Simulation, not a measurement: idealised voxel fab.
This is a process module. Its name is voxel capacitor over wiring.
Shown is cross-section cut, with a width of 220 nm and square cells of size 5 nm.
A cross-section in this document is a grid of square cells, and it is written down as bands, the top band listed before the ones below it; a band is made up of one or more rows of cells.
Within each band entry, the heights of the top and of the bottom of the band appear first, in that order and in nm; the materials of the band then follow from left to right, each with its corresponding width in nm. The designation "all across" on a single material indicates that it fills the band from edge to edge; the designation "empty" indicates empty space.
The level at which height equals 0 is the one under which the wafer, as it arrives, is entirely one material. No lower edge exists for the bottom band, which continues downward and is notated as in "0 -> down".
A width such as "30 to 40" changes by the same amount from each row of cells to the next, from the band's top row to its bottom row.
A step reported as "nothing changed" is a step in which no cell of the cross-section changed.
So "Unvented cavities" is basically the list of trapped voids: any empty space of 8 cells or more that can't reach the top through an opening. They're written width x height at distance, the distance being from the left edge, and it's all nm.
after a step's settings: what the simulator itself notes on the step
Steps that use a mask can have "overlay nm" on their line. It says how far the mask sat to the right of where it was meant to be. Negative means to the left.
Steps planned for the process:
step 1: RECEIVE,material Si
step 2: CONFORMAL_DEP,material SiO2,thk nm 10
step 3: DIRECTIONAL_DEP,material TiN,thk nm 5
step 4: DIRECTIONAL_DEP,material W,thk nm 15
step 5: DIRECTIONAL_DEP,material aC,thk nm 10
step 6: PATTERN,tone cover,mask id METAL_1,material resist,width nm 20,pitch nm 70,thk nm 30,overlay nm 0
step 7: DIRECTIONAL_ETCH,etch materials aC,depth nm 10
step 8: STRIP,etch materials resist
step 9: DIRECTIONAL_ETCH,etch materials W,depth nm 15
step 10: DIRECTIONAL_ETCH,etch materials TiN,depth nm 5
step 11: STRIP,etch materials aC
step 12: CONFORMAL_DEP,material SiCN,thk nm 5
step 13: FILL_DEP,material SiO2,thk nm 5
step 14: CMP,height nm 30
step 15: CONFORMAL_DEP,material SiCN,thk nm 5
step 16: DIRECTIONAL_DEP,material SiO2,thk nm 15
step 17: MASKED_ETCH,tone open,mask id PLUG_1,width nm 15,etch materials SiO2,depth nm 15,overlay nm 0
step 18: MASKED_ETCH,tone open,mask id PLUG_1,width nm 15,etch materials SiCN,depth nm 5,overlay nm 0
step 19: CONFORMAL_DEP,material TiN,thk nm 5
step 20: FILL_DEP,material Ru,thk nm 5
step 21: CMP,height nm 50
step 22: DIRECTIONAL_DEP,material TiN,thk nm 10
step 23: DIRECTIONAL_DEP,material HfO2,thk nm 5
step 24: DIRECTIONAL_DEP,material TiN,thk nm 5
step 25: PATTERN,tone cover,mask id UPPER_PLATE,material resist,width nm 55,thk nm 15,overlay nm 0
step 26: DIRECTIONAL_ETCH,etch materials TiN,depth nm 5
step 27: DIRECTIONAL_ETCH,etch materials HfO2,depth nm 5
step 28: STRIP,etch materials resist
step 29: DIRECTIONAL_DEP,material aC,thk nm 10
step 30: PATTERN,tone cover,mask id LOWER_PLATE,material resist,width nm 65,thk nm 25,overlay nm 0
step 31: DIRECTIONAL_ETCH,etch materials aC,depth nm 10
step 32: STRIP,etch materials resist
step 33: DIRECTIONAL_ETCH,etch materials TiN,depth nm 10
step 34: STRIP,etch materials aC
step 35: FILL_DEP,material SiO2,thk nm 15
step 36: CMP,height nm 80
step 37: PATTERN,tone open,mask id PLUG_2,material resist,width nm 15,thk nm 20,overlay nm 0
step 38: DIRECTIONAL_ETCH,etch materials SiO2,depth nm 10
step 39: STRIP,etch materials resist
step 40: CONFORMAL_DEP,material TiN,thk nm 5
step 41: FILL_DEP,material Ru,thk nm 10
step 42: CMP,height nm 80
step 43: CONFORMAL_DEP,material SiN,thk nm 5
Wafer at receipt (post step 1), cross-section:
* 0 -> down = Si all across
* Unvented cavities: none
Same starting wafer, same plan as above, one mistake in the execution; this is the cross-section at the end of the module:
* 85 -> 80 = SiN all across
* 80 -> 75 = 80 of SiO2 | 5 of TiN | 5 of Ru | 5 of TiN | 125 of SiO2
* 75 -> 65 = 80 to 75 of SiO2 | 15 to 45 of TiN | 125 to 100 of SiO2
* 65 -> 60 = 75 of SiO2 | 45 of HfO2 | 100 of SiO2
* 60 -> 50 = 65 of SiO2 | 65 of TiN | 90 of SiO2
* 50 -> 35 = 70 of SiO2 | 5 of TiN | 5 of Ru | 5 of TiN | 135 of SiO2
* 35 -> 30 = 70 of SiCN | 15 of TiN | 135 of SiCN
* 30 -> 15 = 60 of SiO2 | 5 of SiCN | 20 of W | 5 of SiCN | 40 of SiO2 | 5 of SiCN | 20 of W | 5 of SiCN | 60 of SiO2
* 15 -> 10 = 65 of SiCN | 20 of TiN | 50 of SiCN | 20 of TiN | 65 of SiCN
* 10 -> 0 = SiO2 all across
* 0 -> down = Si all across
* Unvented cavities: none
Where did the run depart from the plan? step 25 ran as: PATTERN,tone cover,mask id UPPER_PLATE,material resist,width nm 45,thk nm 15,overlay nm 0
